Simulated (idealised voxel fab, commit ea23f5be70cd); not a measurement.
The process module that follows is named voxel air gaps.
Square cells of 5 nm make up the cross-section cut, whose width is 275 nm.
Cross-section spec: square-cell grid; bands listed top down; each band is one or more rows.
Band entry format. Leading values: height of top, height of bottom, nm. Remainder: materials in left-to-right order, each with its width in nm. Special words: "edge to edge" on a single material, which then fills the band edge to edge; "empty", empty space.
Beneath 0, the wafer as received is one material, and that level is where height counting begins. The lowest band goes on downward without a bottom; it is written like "0 -> down".
With a width like "30..40", each row of cells in the band differs from the next by the same amount, the top row carrying the first number and the bottom row the second.
"all unchanged" (step): cross-section cells unchanged, all of them.
Empty spaces without an open route to the top, at least 8 cells in extent, make up the entry "Enclosed void list"; each is given as width x height at distance, where the distance is measured from the left edge, and all are in nm.
Anything after a step's settings on that line? It's the simulator's own note about the step.
overlay nm: step with mask; distance mask lay right of planned place; negative value = left of planned place.
The following list gives the planned process steps:
1. RECEIVE (material Si)
2. CONFORMAL_DEP (material SiO2; thk nm 10)
3. CONFORMAL_DEP (material SiCN; thk nm 5)
4. DIRECTIONAL_DEP (material SiO2; thk nm 40)
5. DIRECTIONAL_DEP (material aC; thk nm 10)
6. PATTERN (tone open; mask id LINES; material resist; width nm 25; pitch nm 55; thk nm 30; overlay nm 0)
7. DIRECTIONAL_ETCH (etch materials aC; depth nm 10)
8. STRIP (etch materials resist)
9. DIRECTIONAL_ETCH (etch materials SiO2; depth nm 40)
10. STRIP (etch materials aC)
11. CONFORMAL_DEP (material TiN; thk nm 5)
12. FILL_DEP (material Ru; thk nm 10)
13. CMP (height nm 55)
14. EPI (material Ru; thk nm 10)
15. SELECTIVE_ETCH (etch materials SiO2; depth nm 50)
16. CONFORMAL_DEP (material SiCN; thk nm 5)
Cross-section of the wafer upon arrival, representing the state reached after step 1:
- 0 -> down | Si edge to edge
- Enclosed void list: none
Cross-sectional view of the first of the two wafers upon completion of the module, processed in accordance with the plan:
- 70 -> 65 | empty 55 nm; SiCN 165 nm; empty 55 nm
- 65 -> 55 | empty 55 nm; SiCN 5 nm; Ru 45 nm; SiCN 10 nm; Ru 45 nm; SiCN 10 nm; Ru 45 nm; SiCN 5 nm; empty 55 nm
- 55 -> 50 | empty 55 nm; SiCN 15 nm; TiN 5 nm; Ru 15 nm; TiN 5 nm; SiCN 30 nm; TiN 5 nm; Ru 15 nm; TiN 5 nm; SiCN 30 nm; TiN 5 nm; Ru 15 nm; TiN 5 nm; SiCN 15 nm; empty 55 nm
- 50 -> 20 | empty 65 nm; SiCN 5 nm; TiN 5 nm; Ru 15 nm; TiN 5 nm; SiCN 5 nm; empty 20 nm; SiCN 5 nm; TiN 5 nm; Ru 15 nm; TiN 5 nm; SiCN 5 nm; empty 20 nm; SiCN 5 nm; TiN 5 nm; Ru 15 nm; TiN 5 nm; SiCN 5 nm; empty 65 nm
- 20 -> 15 | SiCN 70 nm; TiN 25 nm; SiCN 30 nm; TiN 25 nm; SiCN 30 nm; TiN 25 nm; SiCN 70 nm
- 15 -> 10 | SiCN edge to edge
- 10 -> 0 | SiO2 edge to edge
- 0 -> down | Si edge to edge
- Enclosed void list: 20 x 30 at 100; 20 x 30 at 155
Cross-sectional image of the second wafer of the two following completion of the module. Starting state and process plan were the same as for the first wafer; one execution error occurred:
- 80 -> 75 | empty 45 nm; SiCN 185 nm; empty 45 nm
- 75 -> 55 | empty 45 nm; SiCN 5 nm; Ru 175 nm; SiCN 5 nm; empty 45 nm
- 55 -> 50 | empty 45 nm; SiCN 25 nm; TiN 5 nm; Ru 15 nm; TiN 5 nm; SiO2 30 nm; TiN 5 nm; Ru 15 nm; TiN 5 nm; SiO2 30 nm; TiN 5 nm; Ru 15 nm; TiN 5 nm; SiCN 25 nm; empty 45 nm
- 50 -> 20 | empty 65 nm; SiCN 5 nm; TiN 5 nm; Ru 15 nm; TiN 5 nm; SiO2 30 nm; TiN 5 nm; Ru 15 nm; TiN 5 nm; SiO2 30 nm; TiN 5 nm; Ru 15 nm; TiN 5 nm; SiCN 5 nm; empty 65 nm
- 20 -> 15 | SiCN 70 nm; TiN 25 nm; SiO2 30 nm; TiN 25 nm; SiO2 30 nm; TiN 25 nm; SiCN 70 nm
- 15 -> 10 | SiCN edge to edge
- 10 -> 0 | SiO2 edge to edge
- 0 -> down | Si edge to edge
- Enclosed void list: none
Where did the run depart from the plan? step 14 of the plan was executed twice over
Wafer comparison, final, in cells, second relative to first, materials more or fewer: Ru: 86 more, SiCN: 44 fewer, SiO2: 96 more
Wafer, first: 2 closed voids at end. Wafer, second: 0.
